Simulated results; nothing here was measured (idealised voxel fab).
process module | voxel air gaps
cross-section cut | 215 nm wide | cells 5 nm
A cross-section is a grid of square cells, given in bands from the top down. A band is one or more rows of cells.
Each band's line starts with the height of the band's top and of its bottom, in nm. Then come its materials from left to right, each with its width in nm. One material with "throughout" fills the band from edge to edge. "air" is empty space.
Height 0 is the level under which the wafer as received is all one material. The lowest band goes on downwards, as in "0 down".
A width such as "30 to 40" changes by the same amount from each row of cells to the next, from the band's top row to its bottom row.
"no change" after a step means that no cell of the cross-section changed.
closed voids: empty space of 8 cells or more with no open way to the top, each as width x height at its distance from the left edge, in nm
after a step's settings: what the simulator itself notes on the step
overlay nm, on a step with a mask: how far to the right of its planned place the mask lay; to the left if negative
plan
1 op RECEIVE | material Si
2 op CONFORMAL_DEP | material SiO2 | thk nm 10
3 op CONFORMAL_DEP | material SiCN | thk nm 5
4 op DIRECTIONAL_DEP | material lowk | thk nm 35
5 op MASKED_ETCH | tone open | mask id LINES | width nm 20 | pitch nm 50 | etch materials lowk | depth nm 35 | overlay nm 0
6 op CONFORMAL_DEP | material TiN | thk nm 5
7 op FILL_DEP | material Ru | thk nm 10
8 op CMP | height nm 50
9 op EPI | material Ru | thk nm 10
10 op SELECTIVE_ETCH | etch materials lowk | depth nm 45
11 op CONFORMAL_DEP | material SiCN | thk nm 5
as received, after step 1
  0 down: Si throughout
  closed voids: none
first wafer at the end, as planned
  65 to 60: air 5 | SiCN 200 | air 10
  60 to 50: air 5 | SiCN 5 | Ru 40 | SiCN 10 | Ru 40 | SiCN 10 | Ru 40 | SiCN 10 | Ru 40 | SiCN 5 | air 10
  50 to 45: air 5 | SiCN 15 | TiN 5 | Ru 10 | TiN 5 | SiCN 30 | TiN 5 | Ru 10 | TiN 5 | SiCN 30 | TiN 5 | Ru 10 | TiN 5 | SiCN 30 | TiN 5 | Ru 10 | TiN 5 | SiCN 15 | air 10
  45 to 20: air 15 | SiCN 5 | TiN 5 | Ru 10 | TiN 5 | SiCN 5 | air 20 | SiCN 5 | TiN 5 | Ru 10 | TiN 5 | SiCN 5 | air 20 | SiCN 5 | TiN 5 | Ru 10 | TiN 5 | SiCN 5 | air 20 | SiCN 5 | TiN 5 | Ru 10 | TiN 5 | SiCN 5 | air 20
  20 to 15: SiCN 20 | TiN 20 | SiCN 30 | TiN 20 | SiCN 30 | TiN 20 | SiCN 30 | TiN 20 | SiCN 25
  15 to 10: SiCN throughout
  10 to 0: SiO2 throughout
  0 down: Si throughout
  closed voids: 20 x 25 at 45; 20 x 25 at 95; 20 x 25 at 145
second wafer at the end: like start, like plan, one mistake
  65 to 60: SiCN 200 | air 15
  60 to 50: SiCN 5 | Ru 40 | SiCN 10 | Ru 40 | SiCN 10 | Ru 40 | SiCN 10 | Ru 40 | SiCN 5 | air 15
  50 to 45: SiCN 15 | TiN 5 | Ru 10 | TiN 5 | SiCN 30 | TiN 5 | Ru 10 | TiN 5 | SiCN 30 | TiN 5 | Ru 10 | TiN 5 | SiCN 30 | TiN 5 | Ru 10 | TiN 5 | SiCN 15 | air 15
  45 to 20: air 10 | SiCN 5 | TiN 5 | Ru 10 | TiN 5 | SiCN 5 | air 20 | SiCN 5 | TiN 5 | Ru 10 | TiN 5 | SiCN 5 | air 20 | SiCN 5 | TiN 5 | Ru 10 | TiN 5 | SiCN 5 | air 20 | SiCN 5 | TiN 5 | Ru 10 | TiN 5 | SiCN 5 | air 25
  20 to 15: SiCN 15 | TiN 20 | SiCN 30 | TiN 20 | SiCN 30 | TiN 20 | SiCN 30 | TiN 20 | SiCN 30
  15 to 10: SiCN throughout
  10 to 0: SiO2 throughout
  0 down: Si throughout
  closed voids: 10 x 25 at 0; 20 x 25 at 40; 20 x 25 at 90; 20 x 25 at 140
what went wrong: step 5 ran as: op MASKED_ETCH | tone open | mask id LINES | width nm 20 | pitch nm 50 | etch materials lowk | depth nm 35 | overlay nm -5
at the end the second wafer has, in cells: as many of each material as the first, in other places
closed voids at the end (first wafer, second wafer): 3, 4
